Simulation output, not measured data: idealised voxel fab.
process module | voxel gate over fins
cross-section cut | 160 nm wide | cells 5 nm
A cross-section is a grid of square cells, given in bands from the top down. A band is one or more rows of cells.
Each band's line starts with the height of the band's top and of its bottom, in nm. Then come its materials from left to right, each with its width in nm. One material with "throughout" fills the band from edge to edge. "air" is empty space.
Height 0 is the level under which the wafer as received is all one material. The lowest band goes on downwards, as in "0 down".
A width such as "30 to 40" changes by the same amount from each row of cells to the next, from the band's top row to its bottom row.
"no change" after a step means that no cell of the cross-section changed.
closed voids: empty space of 8 cells or more with no open way to the top, each as width x height at its distance from the left edge, in nm
after a step's settings: what the simulator itself notes on the step
overlay nm, on a step with a mask: how far to the right of its planned place the mask lay; to the left if negative
plan
1 op RECEIVE | material Si
2 op CONFORMAL_DEP | material SiN | thk nm 5
3 op DIRECTIONAL_DEP | material aC | thk nm 15
4 op PATTERN | tone cover | mask id FINS | material resist | width nm 15 | pitch nm 60 | thk nm 30 | overlay nm 0
5 op DIRECTIONAL_ETCH | etch materials aC | depth nm 15
6 op STRIP | etch materials resist
7 op DIRECTIONAL_ETCH | etch materials SiN | depth nm 5
8 op DIRECTIONAL_ETCH | etch materials Si | depth nm 40
9 op STRIP | etch materials aC
10 op OXIDIZE | depth nm 5
11 op FILL_DEP | material SiO2 | thk nm 10
12 op CMP | height nm 5
13 op DIRECTIONAL_DEP | material aC | thk nm 15
14 op PATTERN | tone open | mask id RAIL | material resist | width nm 15 | thk nm 35 | overlay nm 0
15 op DIRECTIONAL_ETCH | etch materials aC | depth nm 15
16 op STRIP | etch materials resist
17 op DIRECTIONAL_ETCH | etch materials SiO2 | depth nm 40
18 op STRIP | etch materials aC
19 op CONFORMAL_DEP | material TiN | thk nm 5
20 op FILL_DEP | material W | thk nm 5
21 op CMP | height nm 5
22 op SELECTIVE_ETCH | etch materials W Ru TiN | depth nm 20
23 op FILL_DEP | material SiO2 | thk nm 5
24 op CMP | height nm 5
25 op SELECTIVE_ETCH | etch materials SiO2 | depth nm 15
26 op STRIP | etch materials SiN
27 op CONFORMAL_DEP | material HfO2 | thk nm 5
28 op CONFORMAL_DEP | material TiN | thk nm 5
29 op CONFORMAL_DEP | material TiAl | thk nm 5
30 op CONFORMAL_DEP | material TiN | thk nm 5
31 op FILL_DEP | material W | thk nm 15
32 op CMP | height nm 30
33 op CONFORMAL_DEP | material SiCN | thk nm 10
as received, after step 1
  0 down: Si throughout
  closed voids: none
first wafer at the end, as planned
  40 to 30: SiCN throughout
  30 to 20: W throughout
  20 to 15: W 25 | TiN 45 | W 15 | TiN 45 | W 30
  15 to 10: W 25 | TiN 5 | TiAl 35 | TiN 5 | W 15 | TiN 5 | TiAl 35 | TiN 5 | W 30
  10 to 5: TiN 30 | TiAl 5 | TiN 25 | TiAl 5 | TiN 25 | TiAl 5 | TiN 25 | TiAl 5 | TiN 35
  5 to 0: TiAl 35 | TiN 5 | HfO2 15 | TiN 5 | TiAl 35 | TiN 5 | HfO2 15 | TiN 5 | TiAl 40
  0 to -5: TiN 40 | HfO2 5 | Si 5 | HfO2 5 | TiN 45 | HfO2 5 | Si 5 | HfO2 5 | TiN 45
  -5 to -10: HfO2 45 | Si 5 | HfO2 55 | Si 5 | HfO2 50
  -10 to -15: SiO2 45 | Si 5 | SiO2 55 | Si 5 | SiO2 50
  -15 to -30: SiO2 45 | Si 5 | SiO2 20 | TiN 5 | W 5 | TiN 5 | SiO2 20 | Si 5 | SiO2 50
  -30 to -35: SiO2 45 | Si 5 | SiO2 20 | TiN 15 | SiO2 20 | Si 5 | SiO2 50
  -35 to -45: SiO2 45 | Si 5 | SiO2 55 | Si 5 | SiO2 50
  -45 down: Si throughout
  closed voids: none
second wafer at the end: like start, like plan, one mistake
  40 to 30: SiCN throughout
  30 to 25: W 15 | TiN 125 | W 20
  25 to 20: W 15 | TiN 5 | TiAl 55 | TiN 5 | TiAl 55 | TiN 5 | W 20
  20 to 15: TiN 20 | TiAl 5 | TiN 45 | TiAl 5 | TiN 5 | TiAl 5 | TiN 45 | TiAl 5 | TiN 25
  15 to 10: TiAl 25 | TiN 45 | TiAl 15 | TiN 45 | TiAl 30
  10 to 5: TiN throughout
  5 to 0: TiN 40 | HfO2 15 | TiN 45 | HfO2 15 | TiN 45
  0 to -5: TiN 40 | HfO2 5 | Si 5 | HfO2 5 | TiN 45 | HfO2 5 | Si 5 | HfO2 5 | TiN 45
  -5 to -10: HfO2 45 | Si 5 | HfO2 55 | Si 5 | HfO2 50
  -10 to -15: SiO2 45 | Si 5 | SiO2 55 | Si 5 | SiO2 50
  -15 to -30: SiO2 45 | Si 5 | SiO2 20 | TiN 5 | W 5 | TiN 5 | SiO2 20 | Si 5 | SiO2 50
  -30 to -35: SiO2 45 | Si 5 | SiO2 20 | TiN 15 | SiO2 20 | Si 5 | SiO2 50
  -35 to -45: SiO2 45 | Si 5 | SiO2 55 | Si 5 | SiO2 50
  -45 down: Si throughout
  closed voids: none
what went wrong: step 28 ran as: op CONFORMAL_DEP | material TiN | thk nm 15
at the end the second wafer has, in cells: 78 more of TiN | 78 fewer of W
